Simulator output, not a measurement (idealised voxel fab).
The process module that follows is named voxel ribs on slabs.
Section cut is 295 nm wide and gridded with 5 nm square cells.
Cross-section = grid of square cells, listed top down in bands; band = one or more rows. For a band, the entry starts with two heights in nm, that of the top and then that of the bottom, and carries on with the band's materials in order from left to right, each alongside its width in nm; the word "all across" beside a single material means it fills the band edge to edge, and "empty" means empty space. Where do heights start? At 0: under that level the wafer as delivered is made of one material only. And the lowest band has no floor; it just carries on downward, as in "from 0 down". So if you see something like "30..40" for the width, read it as the top row of the band sitting at the first number and the bottom row at the second, with every row in between moving by the same amount as the last. You'll sometimes find "no change" written for a step, and that's the way of saying that nowhere in the cross-section did a cell change during that step. "Trapped voids": empty spaces of 8 cells or more with no open way to the top, each given as width x height at distance, distance from the left edge, all in nm. That trailing text on a step's line, after the settings, is the simulator's own remark on the step. "overlay nm" denotes, for a step that has a mask, the displacement of the mask to the right of its planned place, with negative values corresponding to the left.
So here's the lineup of process steps we planned
1,RECEIVE: material Si
2,DIRECTIONAL_DEP: material SiO2, thk nm 30
3,DIRECTIONAL_DEP: material SiN, thk nm 15
4,PATTERN: tone cover, mask id RIB, material resist, width nm 15, thk nm 20, overlay nm 0
5,DIRECTIONAL_ETCH: etch materials SiN, depth nm 10
6,STRIP: etch materials resist
7,MASKED_ETCH: tone cover, mask id SLAB, width nm 75, etch materials SiN, depth nm 5, overlay nm 0
8,FILL_DEP: material SiO2, thk nm 25
9,CMP: height nm 65
10,DIRECTIONAL_DEP: material W, thk nm 10
11,DIRECTIONAL_DEP: material aC, thk nm 15
12,PATTERN: tone cover, mask id HEATER, material resist, width nm 25, thk nm 35, overlay nm 0
13,DIRECTIONAL_ETCH: etch materials aC, depth nm 15
14,STRIP: etch materials resist
15,DIRECTIONAL_ETCH: etch materials W, depth nm 10
16,STRIP: etch materials aC
17,CONFORMAL_DEP: material SiO2, thk nm 5
Wafer as received: cross-section following step 1
* from 0 down | Si all across
* Trapped voids: none
As-planned run: cross-section of the first of two wafers at end of module
* from 80 to 75 | 130 empty | 35 SiO2 | 130 empty
* from 75 to 70 | 130 empty | 5 SiO2 | 25 W | 5 SiO2 | 130 empty
* from 70 to 65 | 135 SiO2 | 25 W | 135 SiO2
* from 65 to 45 | SiO2 all across
* from 45 to 35 | 140 SiO2 | 15 SiN | 140 SiO2
* from 35 to 30 | 110 SiO2 | 75 SiN | 110 SiO2
* from 30 to 0 | SiO2 all across
* from 0 down | Si all across
* Trapped voids: none
Cross-sectional view of the second of two wafers upon completion of the module. This wafer shared its starting condition and process plan with the first; one error was made during its execution
* from 80 to 75 | 130 empty | 35 SiO2 | 130 empty
* from 75 to 70 | 130 empty | 5 SiO2 | 25 W | 5 SiO2 | 130 empty
* from 70 to 65 | 135 SiO2 | 25 W | 135 SiO2
* from 65 to 15 | SiO2 all across
* from 15 to 0 | SiN all across
* from 0 down | Si all across
* Trapped voids: none
Finding, execution versus plan: the intended sequence of steps 2 and 3 was reversed during processing, with each occupying the position of the other
Final wafer comparison in cells, second versus first, more or fewer per material: SiN: 156 more | SiO2: 156 fewer
